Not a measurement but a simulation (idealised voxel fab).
The process module presented herein is designated voxel self aligned vias.
The cross-section shown here is cut; it is 160 nm wide and divided into square cells measuring 5 nm on a side.
Cross-section spec: square-cell grid; bands listed top down; each band is one or more rows.
This entry defines a band. It first specifies the height of the band's top and the height of its bottom in nm, and then specifies the band's materials from left to right, stating each material with its width in nm. The word "all across" identifies a single material that fills the band from edge to edge, while the word "air" identifies empty space.
A quick word on heights: they are counted from 0, and under that level the wafer as it came to us is one material throughout. The lowest band is different from the rest in having no bottom; it simply continues downward, written as in "top 0, no bottom".
It should be noted that a width expressed as "30->40" varies in equal increments from row to row of cells within the band, taking the value of the first number at the top row and that of the second number at the bottom row.
Key: "everything unchanged" - step with no changed cell in the cross-section.
Entry "Enclosed voids". Content: empty spaces with no open connection to the top, size 8 cells or greater. Each: width x height at distance. Distance: from left edge. Unit: nm.
Formally, on a step line, whatever follows the settings is a remark that the simulator itself makes on the step.
You can add "overlay nm" to a step's line. For a step with a mask, it describes how far the mask lay to the right of its planned position, and a negative number describes a lay to the left.

# Steps in the process plan
step 1: RECEIVE, material Si
step 2: CONFORMAL_DEP, material SiO2, thk nm 15
step 3: CONFORMAL_DEP, material SiCN, thk nm 5
step 4: DIRECTIONAL_DEP, material lowk, thk nm 20
step 5: MASKED_ETCH, tone open, mask id LINES, width nm 20, pitch nm 45, etch materials lowk, depth nm 20, overlay nm 0
step 6: CONFORMAL_DEP, material TiN, thk nm 5
step 7: FILL_DEP, material W, thk nm 5
step 8: CMP, height nm 40
step 9: SELECTIVE_ETCH, etch materials W Ru TiN, depth nm 10
step 10: FILL_DEP, material SiN, thk nm 5
step 11: CMP, height nm 40
step 12: DIRECTIONAL_DEP, material lowk, thk nm 15
step 13: PATTERN, tone open, mask id VIAS, material resist, width nm 20, pitch nm 45, thk nm 20, overlay nm 0
step 14: DIRECTIONAL_ETCH, etch materials lowk, depth nm 15
step 15: DIRECTIONAL_ETCH, etch materials SiN, depth nm 10
step 16: STRIP, etch materials resist
step 17: CONFORMAL_DEP, material TiN, thk nm 5
step 18: FILL_DEP, material Ru, thk nm 5
step 19: CMP, height nm 55
step 20: CONFORMAL_DEP, material SiN, thk nm 5
Same starting wafers, different width nm at step 13. Plan value belongs to the first wafer.

# Received condition of the first of several wafers, sectioned: post-step 1
    top 0, no bottom = Si all across
    Enclosed voids: none

# The cross-section of the first of several wafers is given below for the end of the module, after its final step, step 20
    top 60, bottom 55 = SiN all across
    top 55, bottom 35 = lowk=45  TiN=5  Ru=10  TiN=5  lowk=25  TiN=5  Ru=10  TiN=5  lowk=50
    top 35, bottom 30 = lowk=45  TiN=20  lowk=25  TiN=20  lowk=50
    top 30, bottom 25 = lowk=45  TiN=5  W=10  TiN=5  lowk=25  TiN=5  W=10  TiN=5  lowk=50
    top 25, bottom 20 = lowk=45  TiN=20  lowk=25  TiN=20  lowk=50
    top 20, bottom 15 = SiCN all across
    top 15, bottom 0 = SiO2 all across
    top 0, no bottom = Si all across
    Enclosed voids: none

# So this is the cross-section on the last wafer at the end of the module
    top 60, bottom 55 = SiN all across
    top 55, bottom 45 = lowk=40  TiN=5  Ru=20  TiN=5  lowk=15  TiN=5  Ru=20  TiN=5  lowk=45
    top 45, bottom 35 = lowk=40->45  TiN=10->5  Ru=10  TiN=10->5  lowk=15->25  TiN=10->5  Ru=10  TiN=10->5  lowk=45->50
    top 35, bottom 30 = lowk=45  TiN=20  lowk=25  TiN=20  lowk=50
    top 30, bottom 25 = lowk=45  TiN=5  W=10  TiN=5  lowk=25  TiN=5  W=10  TiN=5  lowk=50
    top 25, bottom 20 = lowk=45  TiN=20  lowk=25  TiN=20  lowk=50
    top 20, bottom 15 = SiCN all across
    top 15, bottom 0 = SiO2 all across
    top 0, no bottom = Si all across
    Enclosed voids: none

# Per wafer, end of module: cells gained (+) or lost (-) per material since receipt, then closed voids
width nm 20; +16 Ru; +32 SiCN; +32 SiN; +96 SiO2; +36 TiN; +4 W; +168 lowk; Enclosed voids: none
width nm 25; +20 Ru; +32 SiCN; +32 SiN; +96 SiO2; +38 TiN; +4 W; +162 lowk; Enclosed voids: none
width nm 30; +24 Ru; +32 SiCN; +32 SiN; +96 SiO2; +40 TiN; +4 W; +156 lowk; Enclosed voids: none
